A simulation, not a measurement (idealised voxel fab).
The following process module bears the name voxel released beams.
Section cut is 150 nm wide and gridded with 5 nm square cells.
We lay out every cross-section as a grid of square cells and spell it out in bands from the top down, where one band means one or more rows of cells. Top, bottom (nm), then materials left to right with widths (nm); lone material tagged "everywhere" fills the whole band edge to edge; "blank" = empty space. Counting heights begins at 0, where everything beneath is, in the wafer as received, one material. The lowest band has no bottom; it goes on downwards, as "0..down" shows. Width "30->40": first value at the band's top row of cells, second value at its bottom row, equal change from row to row. You'll sometimes find "everything unchanged" written for a step, and that's the way of saying that nowhere in the cross-section did a cell change during that step. If an empty space has no open way to the top and is at least 8 cells in size, "Fully enclosed voids" lists it, written width x height at distance, where distance is measured from the left edge and every value is in nm. Post-settings text on a step line: simulator's own remark regarding the step. overlay nm: on a step with a mask, how far right of its planned place the mask lay; negative means left.

The following list gives the planned process steps:
1: RECEIVE [material Si]
2: CONFORMAL_DEP [material SiN] [thk nm 10]
3: DIRECTIONAL_DEP [material SiO2] [thk nm 20]
4: DIRECTIONAL_DEP [material aC] [thk nm 15]
5: PATTERN [tone open] [mask id ANCHOR] [material resist] [width nm 25] [thk nm 30] [overlay nm 0]
6: DIRECTIONAL_ETCH [etch materials aC] [depth nm 15]
7: STRIP [etch materials resist]
8: DIRECTIONAL_ETCH [etch materials SiO2] [depth nm 20]
9: STRIP [etch materials aC]
10: CONFORMAL_DEP [material TiN] [thk nm 10]
11: MASKED_ETCH [tone cover] [mask id BEAM] [width nm 85] [etch materials TiN] [depth nm 10] [overlay nm 0]
12: STRIP [etch materials SiO2]

Cross-sectional view of the wafer in its as-received condition, corresponding to the state after step 1:
* 0..down: Si everywhere
* Fully enclosed voids: none

First of two wafers, end-of-module section, run followed plan:
* 40..30: blank: 30; TiN: 15; blank: 5; TiN: 65; blank: 35
* 30..20: blank: 35; TiN: 10; blank: 5; TiN: 10; blank: 90
* 20..10: blank: 35; TiN: 25; blank: 90
* 10..0: SiN everywhere
* 0..down: Si everywhere
* Fully enclosed voids: none

Wafer two, sectioned after the module: the first wafer's start, the first wafer's plan, and one mistake in how it was run:
* 40..30: blank: 35; TiN: 10; blank: 5; TiN: 65; blank: 35
* 30..20: blank: 35; TiN: 10; blank: 5; TiN: 10; blank: 90
* 20..10: blank: 35; TiN: 25; blank: 90
* 10..0: SiN everywhere
* 0..down: Si everywhere
* Fully enclosed voids: none
The mistake made against the process plan was this: note that step 11 departed from the planned setting and was carried out as MASKED_ETCH [tone cover] [mask id BEAM] [width nm 80] [etch materials TiN] [depth nm 10] [overlay nm 0]
Final tally in cells, some materials are higher or lower on the second wafer than on the first: TiN: 2 fewer
